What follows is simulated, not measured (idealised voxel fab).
process module | voxel ribs on slabs
cross-section cut | 165 nm wide | cells 5 nm
A cross-section is a grid of square cells, given in bands from the top down. A band is one or more rows of cells.
Each band's line starts with the height of the band's top and of its bottom, in nm. Then come its materials from left to right, each with its width in nm. One material with "throughout" fills the band from edge to edge. "air" is empty space.
Height 0 is the level under which the wafer as received is all one material. The lowest band goes on downwards, as in "0 down".
A width such as "30 to 40" changes by the same amount from each row of cells to the next, from the band's top row to its bottom row.
"no change" after a step means that no cell of the cross-section changed.
closed voids: empty space of 8 cells or more with no open way to the top, each as width x height at its distance from the left edge, in nm
after a step's settings: what the simulator itself notes on the step
overlay nm, on a step with a mask: how far to the right of its planned place the mask lay; to the left if negative
plan
1 op RECEIVE | material Si
2 op DIRECTIONAL_DEP | material SiO2 | thk nm 20
3 op DIRECTIONAL_DEP | material polySi | thk nm 20
4 op PATTERN | tone cover | mask id RIB | material resist | width nm 15 | thk nm 15 | overlay nm 0
5 op DIRECTIONAL_ETCH | etch materials polySi | depth nm 15
6 op STRIP | etch materials resist
7 op DIRECTIONAL_DEP | material aC | thk nm 15
8 op PATTERN | tone cover | mask id SLAB | material resist | width nm 55 | thk nm 30 | overlay nm 0
9 op DIRECTIONAL_ETCH | etch materials aC | depth nm 15
10 op STRIP | etch materials resist
11 op DIRECTIONAL_ETCH | etch materials polySi | depth nm 5
12 op STRIP | etch materials aC
13 op FILL_DEP | material SiO2 | thk nm 30
14 op CMP | height nm 60
15 op DIRECTIONAL_DEP | material W | thk nm 5
16 op DIRECTIONAL_DEP | material aC | thk nm 15
17 op PATTERN | tone cover | mask id HEATER | material resist | width nm 25 | thk nm 35 | overlay nm 0
18 op DIRECTIONAL_ETCH | etch materials aC | depth nm 15
19 op STRIP | etch materials resist
20 op DIRECTIONAL_ETCH | etch materials W | depth nm 5
21 op STRIP | etch materials aC
22 op CONFORMAL_DEP | material SiO2 | thk nm 5
first wafer, as planned
as received, after step 1
  0 down: Si throughout
  closed voids: none
after step 2
  20 to 0: SiO2 throughout
  below 0: unchanged
after step 3
  40 to 20: polySi throughout
  below 20: unchanged
after step 4
  55 to 40: air 75 | resist 15 | air 75
  below 40: unchanged
after step 5
  55 to 40: air 75 | resist 15 | air 75
  40 to 25: air 75 | polySi 15 | air 75
  below 25: unchanged
after step 6
  40 to 25: air 75 | polySi 15 | air 75
  below 25: unchanged
after step 7
  55 to 40: air 75 | aC 15 | air 75
  40 to 25: aC 75 | polySi 15 | aC 75
  below 25: unchanged
after step 8
  85 to 55: air 55 | resist 55 | air 55
  55 to 40: air 55 | resist 20 | aC 15 | resist 20 | air 55
  below 40: unchanged
after step 9
  70 to 55: air 55 | resist 55 | air 55
  55 to 40: air 55 | resist 20 | aC 15 | resist 20 | air 55
  40 to 25: air 55 | aC 20 | polySi 15 | aC 20 | air 55
  below 25: unchanged
after step 10
  55 to 40: air 75 | aC 15 | air 75
  below 40: unchanged
after step 11
  55 to 40: air 75 | aC 15 | air 75
  40 to 25: air 55 | aC 20 | polySi 15 | aC 20 | air 55
  25 to 20: air 55 | polySi 55 | air 55
  below 20: unchanged
after step 12
  40 to 25: air 75 | polySi 15 | air 75
  below 25: unchanged
after step 13
  70 to 40: SiO2 throughout
  40 to 25: SiO2 75 | polySi 15 | SiO2 75
  25 to 20: SiO2 55 | polySi 55 | SiO2 55
  below 20: unchanged
after step 14
  60 to 40: SiO2 throughout
  below 40: unchanged
after step 15
  65 to 60: W throughout
  below 60: unchanged
after step 16
  80 to 65: aC throughout
  below 65: unchanged
after step 17
  115 to 80: air 70 | resist 25 | air 70
  below 80: unchanged
after step 18
  100 to 80: air 70 | resist 25 | air 70
  80 to 65: air 70 | aC 25 | air 70
  below 65: unchanged
after step 19
  80 to 65: air 70 | aC 25 | air 70
  below 65: unchanged
after step 20
  80 to 65: air 70 | aC 25 | air 70
  65 to 60: air 70 | W 25 | air 70
  below 60: unchanged
after step 21
  65 to 60: air 70 | W 25 | air 70
  below 60: unchanged
after step 22
  70 to 65: air 65 | SiO2 35 | air 65
  65 to 60: SiO2 70 | W 25 | SiO2 70
  below 60: unchanged
second wafer: like start, like plan, one mistake. Through step 21 it matches the first wafer
when step 22 should have ended: no change
what went wrong: step 22 was left out
at the end the second wafer has, in cells: 35 fewer of SiO2
